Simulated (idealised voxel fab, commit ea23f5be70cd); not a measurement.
Proc. module: voxel fin reveal
The cross-section on display is named cut; it measures 270 nm wide, and its cells are 5 nm squares.
Square cells in a grid make up a cross-section in this document, and the grid is given as bands, listed from the top down, each one or more rows of cells. Heads up on the band format: heights come first, top then bottom, in nm. After that it's the materials left to right, each with its width in nm. A single material flagged "throughout" fills the whole band edge to edge, and "empty" means there's empty space there. Basically, 0 is our baseline, since under it the wafer straight out of the box is all one material. The bottom band has no lower end and keeps on going down, so it looks like "from 0 down". Read "30..40" as a graded width: first number on top, second number at the bottom, same change between each pair of neighbouring rows. Any step labelled "no alterations made" changed none of the cells in the cross-section. The label "Enclosed empty spaces" introduces a list of the empty spaces, 8 cells or larger, that have no open way up to the top; each entry in it reads width x height at distance, where the distance is taken from the left edge and all three are stated in nm. Note: text after step settings on the step line = simulator remark on that step. You can add "overlay nm" to a step's line. For a step with a mask, it describes how far the mask lay to the right of its planned position, and a negative number describes a lay to the left.
[Steps planned for the process]
1: RECEIVE,material Si
2: CONFORMAL_DEP,material SiN,thk nm 10
3: MASKED_ETCH,tone cover,mask id FINS,width nm 15,pitch nm 40,etch materials SiN,depth nm 10,overlay nm 0
4: MASKED_ETCH,tone cover,mask id FINS,width nm 15,pitch nm 40,etch materials Si,depth nm 30,overlay nm 0
5: OXIDIZE,depth nm 5
6: FILL_DEP,material SiO2,thk nm 5
7: CMP,height nm 10
8: SELECTIVE_ETCH,etch materials SiO2,depth nm 30
9: STRIP,etch materials SiN
10: CONFORMAL_DEP,material HfO2,thk nm 5
[Cross-section: wafer on arrival = after step 1]
* from 0 down: Si throughout
* Enclosed empty spaces: none
[Wafer at module end, in section. Began as above, planned as above, run with one mistake]
* from 5 to 0: empty: 115, HfO2: 15, empty: 25, HfO2: 15, empty: 100
* from 0 to -5: empty: 105, HfO2: 15, Si: 5, HfO2: 5, empty: 15, HfO2: 15, Si: 5, HfO2: 5, empty: 100
* from -5 to -15: empty: 105, HfO2: 5, Si: 15, HfO2: 5, empty: 15, HfO2: 5, Si: 15, HfO2: 5, empty: 100
* from -15 to -20: HfO2: 110, Si: 15, HfO2: 25, Si: 15, HfO2: 105
* from -20 to -35: SiO2: 110, Si: 15, SiO2: 25, Si: 15, SiO2: 105
* from -35 down: Si throughout
* Enclosed empty spaces: none
Misprocessing identified: contrary to plan, step 3 was performed as MASKED_ETCH,tone cover,mask id FINS,width nm 15,pitch nm 40,etch materials SiN,depth nm 10,overlay nm 10
